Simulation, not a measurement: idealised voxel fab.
The document below concerns the process module designated voxel gate over fins.
Shown is cross-section cut, with a width of 290 nm and square cells of size 5 nm.
In this document a cross-section is written as a grid of square cells. It is given as a series of bands, listed from the top down, and a band is one or more rows of cells.
Top, bottom (nm), then materials left to right with widths (nm); lone material tagged "all across" fills the whole band edge to edge; "air" = empty space.
It should be noted that heights are counted from 0, beneath which the wafer as supplied is of one material throughout, and that the lowest band possesses no lower boundary but continues downward, as written in "0 nm and below".
The notation "30->40" denotes a width that varies across the rows of cells in the band, beginning at the first number in the top row, finishing at the second number in the bottom row, and changing by an identical amount from each row to the next.
"stayed the same", as given for a step, is the statement that not any cell of the cross-section underwent a change during that step.
This entry, "Enclosed void inventory", enumerates those empty regions of no fewer than 8 cells that possess no open connection to the top. Each region is reported in the form width x height at distance, the distance being taken from the left edge, with all three quantities expressed in nm.
Whatever follows a step's settings on its line is a remark the simulator itself makes about that step.
overlay nm: for a step with a mask, the amount by which the mask lay right of where it was planned; a negative amount means left of it.

### Steps in the process plan
| 1 | op RECEIVE | material Si |
| 2 | op CONFORMAL_DEP | material SiN | thk nm 5 |
| 3 | op PATTERN | tone cover | mask id FINS | material resist | width nm 15 | pitch nm 45 | thk nm 15 | overlay nm 0 |
| 4 | op DIRECTIONAL_ETCH | etch materials SiN | depth nm 5 |
| 5 | op DIRECTIONAL_ETCH | etch materials Si | depth nm 30 |
| 6 | op STRIP | etch materials resist |
| 7 | op OXIDIZE | depth nm 5 |
| 8 | op FILL_DEP | material SiO2 | thk nm 5 |
| 9 | op CMP | height nm 5 |
| 10 | op SELECTIVE_ETCH | etch materials SiO2 | depth nm 15 |
| 11 | op STRIP | etch materials SiN |
| 12 | op CONFORMAL_DEP | material HfO2 | thk nm 5 |
| 13 | op CONFORMAL_DEP | material TiN | thk nm 5 |
| 14 | op FILL_DEP | material W | thk nm 15 |
| 15 | op CMP | height nm 20 |
| 16 | op CONFORMAL_DEP | material SiCN | thk nm 10 |

### The first of the two wafers, which ran as planned

### As-received wafer cross-section (after step 1)
    0 nm and below: Si all across
    Enclosed void inventory: none

### Upon completion of step 2, the wafer appears in cross-section as shown
    5 nm to 0 nm: SiN all across
    Below 0, the layers are the same as they were.

### Upon completion of step 3, the wafer appears in cross-section as shown
    20 nm to 5 nm: 90 air  15 resist  30 air  15 resist  30 air  15 resist  95 air
    Below 5, the layers are the same as they were.

### Upon completion of step 4, the wafer appears in cross-section as shown
    20 nm to 5 nm: 90 air  15 resist  30 air  15 resist  30 air  15 resist  95 air
    5 nm to 0 nm: 90 air  15 SiN  30 air  15 SiN  30 air  15 SiN  95 air
    Below 0, the layers are the same as they were.

### Upon completion of step 5, the wafer appears in cross-section as shown
    20 nm to 5 nm: 90 air  15 resist  30 air  15 resist  30 air  15 resist  95 air
    5 nm to 0 nm: 90 air  15 SiN  30 air  15 SiN  30 air  15 SiN  95 air
    0 nm to -30 nm: 90 air  15 Si  30 air  15 Si  30 air  15 Si  95 air
    Below -30, the layers are the same as they were.

### Upon completion of step 6, the wafer appears in cross-section as shown
    5 nm to 0 nm: 90 air  15 SiN  30 air  15 SiN  30 air  15 SiN  95 air
    Below 0, the layers are the same as they were.

### Upon completion of step 7, the wafer appears in cross-section as shown
    5 nm to 0 nm: 90 air  15 SiN  30 air  15 SiN  30 air  15 SiN  95 air
    0 nm to -30 nm: 90 air  5 SiO2  5 Si  5 SiO2  30 air  5 SiO2  5 Si  5 SiO2  30 air  5 SiO2  5 Si  5 SiO2  95 air
    -30 nm to -35 nm: 95 SiO2  5 Si  40 SiO2  5 Si  40 SiO2  5 Si  100 SiO2
    Below -35, the layers are the same as they were.

### Upon completion of step 8, the wafer appears in cross-section as shown
    10 nm to 5 nm: SiO2 all across
    5 nm to 0 nm: 90 SiO2  15 SiN  30 SiO2  15 SiN  30 SiO2  15 SiN  95 SiO2
    0 nm to -35 nm: 95 SiO2  5 Si  40 SiO2  5 Si  40 SiO2  5 Si  100 SiO2
    Below -35, the layers are the same as they were.

### Upon completion of step 9, the wafer appears in cross-section as shown
    5 nm to 0 nm: 90 SiO2  15 SiN  30 SiO2  15 SiN  30 SiO2  15 SiN  95 SiO2
    Below 0, the layers are the same as they were.

### Upon completion of step 10, the wafer appears in cross-section as shown
    5 nm to 0 nm: 90 air  15 SiN  30 air  15 SiN  30 air  15 SiN  95 air
    0 nm to -10 nm: 95 air  5 Si  40 air  5 Si  40 air  5 Si  100 air
    Below -10, the layers are the same as they were.

### Upon completion of step 11, the wafer appears in cross-section as shown
    0 nm to -10 nm: 95 air  5 Si  40 air  5 Si  40 air  5 Si  100 air
    Below -10, the layers are the same as they were.

### Upon completion of step 12, the wafer appears in cross-section as shown
    5 nm to 0 nm: 90 air  15 HfO2  30 air  15 HfO2  30 air  15 HfO2  95 air
    0 nm to -5 nm: 90 air  5 HfO2  5 Si  5 HfO2  30 air  5 HfO2  5 Si  5 HfO2  30 air  5 HfO2  5 Si  5 HfO2  95 air
    -5 nm to -10 nm: 95 HfO2  5 Si  40 HfO2  5 Si  40 HfO2  5 Si  100 HfO2
    Below -10, the layers are the same as they were.

### Upon completion of step 13, the wafer appears in cross-section as shown
    10 nm to 5 nm: 85 air  25 TiN  20 air  25 TiN  20 air  25 TiN  90 air
    5 nm to 0 nm: 85 air  5 TiN  15 HfO2  5 TiN  20 air  5 TiN  15 HfO2  5 TiN  20 air  5 TiN  15 HfO2  5 TiN  90 air
    0 nm to -5 nm: 90 TiN  5 HfO2  5 Si  5 HfO2  30 TiN  5 HfO2  5 Si  5 HfO2  30 TiN  5 HfO2  5 Si  5 HfO2  95 TiN
    Below -5, the layers are the same as they were.

### Upon completion of step 14, the wafer appears in cross-section as shown
    25 nm to 10 nm: W all across
    10 nm to 5 nm: 85 W  25 TiN  20 W  25 TiN  20 W  25 TiN  90 W
    5 nm to 0 nm: 85 W  5 TiN  15 HfO2  5 TiN  20 W  5 TiN  15 HfO2  5 TiN  20 W  5 TiN  15 HfO2  5 TiN  90 W
    Below 0, the layers are the same as they were.

### Upon completion of step 15, the wafer appears in cross-section as shown
    20 nm to 10 nm: W all across
    Below 10, the layers are the same as they were.

### Upon completion of step 16, the wafer appears in cross-section as shown
    30 nm to 20 nm: SiCN all across
    Below 20, the layers are the same as they were.

### Wafer two of two - same starting point, same process plan, one mistake in execution; matches wafer one up to and including step 10

### Look at the second wafer in cross-section at the time step 11 ought to have finished
    5 nm to 0 nm: 90 air  15 SiN  30 air  15 SiN  30 air  15 SiN  95 air
    0 nm to -35 nm: 95 air  5 Si  40 air  5 Si  40 air  5 Si  100 air
    Below -35, the layers are the same as they were.

### Look at the second wafer in cross-section at the time step 12 ought to have finished
    10 nm to 5 nm: 85 air  25 HfO2  20 air  25 HfO2  20 air  25 HfO2  90 air
    5 nm to 0 nm: 85 air  5 HfO2  15 SiN  5 HfO2  20 air  5 HfO2  15 SiN  5 HfO2  20 air  5 HfO2  15 SiN  5 HfO2  90 air
    0 nm to -5 nm: 85 air  10 HfO2  5 Si  10 HfO2  20 air  10 HfO2  5 Si  10 HfO2  20 air  10 HfO2  5 Si  10 HfO2  90 air
    -5 nm to -30 nm: 90 air  5 HfO2  5 Si  5 HfO2  30 air  5 HfO2  5 Si  5 HfO2  30 air  5 HfO2  5 Si  5 HfO2  95 air
    -30 nm to -35 nm: 95 HfO2  5 Si  40 HfO2  5 Si  40 HfO2  5 Si  100 HfO2
    Below -35, the layers are the same as they were.

### Look at the second wafer in cross-section at the time step 13 ought to have finished
    15 nm to 10 nm: 80 air  35 TiN  10 air  35 TiN  10 air  35 TiN  85 air
    10 nm to 5 nm: 80 air  5 TiN  25 HfO2  5 TiN  10 air  5 TiN  25 HfO2  5 TiN  10 air  5 TiN  25 HfO2  5 TiN  85 air
    5 nm to 0 nm: 80 air  5 TiN  5 HfO2  15 SiN  5 HfO2  5 TiN  10 air  5 TiN  5 HfO2  15 SiN  5 HfO2  5 TiN  10 air  5 TiN  5 HfO2  15 SiN  5 HfO2  5 TiN  85 air
    0 nm to -10 nm: 80 air  5->10 TiN  10->5 HfO2  5 Si  10->5 HfO2  5->10 TiN  10 air  5->10 TiN  10->5 HfO2  5 Si  10->5 HfO2  5->10 TiN  10 air  5->10 TiN  10->5 HfO2  5 Si  10->5 HfO2  5->10 TiN  85 air
    -10 nm to -25 nm: 85 air  5 TiN  5 HfO2  5 Si  5 HfO2  5 TiN  20 air  5 TiN  5 HfO2  5 Si  5 HfO2  5 TiN  20 air  5 TiN  5 HfO2  5 Si  5 HfO2  5 TiN  90 air
    -25 nm to -30 nm: 90 TiN  5 HfO2  5 Si  5 HfO2  30 TiN  5 HfO2  5 Si  5 HfO2  30 TiN  5 HfO2  5 Si  5 HfO2  95 TiN
    Below -30, the layers are the same as they were.

### Look at the second wafer in cross-section at the time step 14 ought to have finished
    30 nm to 15 nm: W all across
    15 nm to 10 nm: 80 W  35 TiN  10 W  35 TiN  10 W  35 TiN  85 W
    10 nm to 5 nm: 80 W  5 TiN  25 HfO2  5 TiN  10 W  5 TiN  25 HfO2  5 TiN  10 W  5 TiN  25 HfO2  5 TiN  85 W
    5 nm to 0 nm: 80 W  5 TiN  5 HfO2  15 SiN  5 HfO2  5 TiN  10 W  5 TiN  5 HfO2  15 SiN  5 HfO2  5 TiN  10 W  5 TiN  5 HfO2  15 SiN  5 HfO2  5 TiN  85 W
    0 nm to -10 nm: 80 W  5->10 TiN  10->5 HfO2  5 Si  10->5 HfO2  5->10 TiN  10 W  5->10 TiN  10->5 HfO2  5 Si  10->5 HfO2  5->10 TiN  10 W  5->10 TiN  10->5 HfO2  5 Si  10->5 HfO2  5->10 TiN  85 W
    -10 nm to -15 nm: 85 W  5 TiN  5 HfO2  5 Si  5 HfO2  5 TiN  20 W  5 TiN  5 HfO2  5 Si  5 HfO2  5 TiN  20 W  5 TiN  5 HfO2  5 Si  5 HfO2  5 TiN  90 W
    -15 nm to -20 nm: 85 W  5 TiN  5 HfO2  5 Si  5 HfO2  5 TiN  5 W  10 air  5 W  5 TiN  5 HfO2  5 Si  5 HfO2  5 TiN  5 W  10 air  5 W  5 TiN  5 HfO2  5 Si  5 HfO2  5 TiN  90 W
    -20 nm to -25 nm: 85 W  5 TiN  5 HfO2  5 Si  5 HfO2  5 TiN  20 W  5 TiN  5 HfO2  5 Si  5 HfO2  5 TiN  20 W  5 TiN  5 HfO2  5 Si  5 HfO2  5 TiN  90 W
    Below -25, the layers are the same as they were.

### Look at the second wafer in cross-section at the time step 15 ought to have finished
    20 nm to 15 nm: W all across
    Below 15, the layers are the same as they were.

### Look at the second wafer in cross-section at the time step 16 ought to have finished
    30 nm to 20 nm: SiCN all across
    Below 20, the layers are the same as they were.
Short version of what went wrong: step 11 did not use the planned setting and instead ran as op STRIP | etch materials SiO2
Upon completion, the second wafer contains, in terms of cells, a greater or smaller amount of certain materials than the first wafer: HfO2: 48 more | SiN: 9 more | SiO2: 275 fewer | TiN: 48 more | W: 166 more
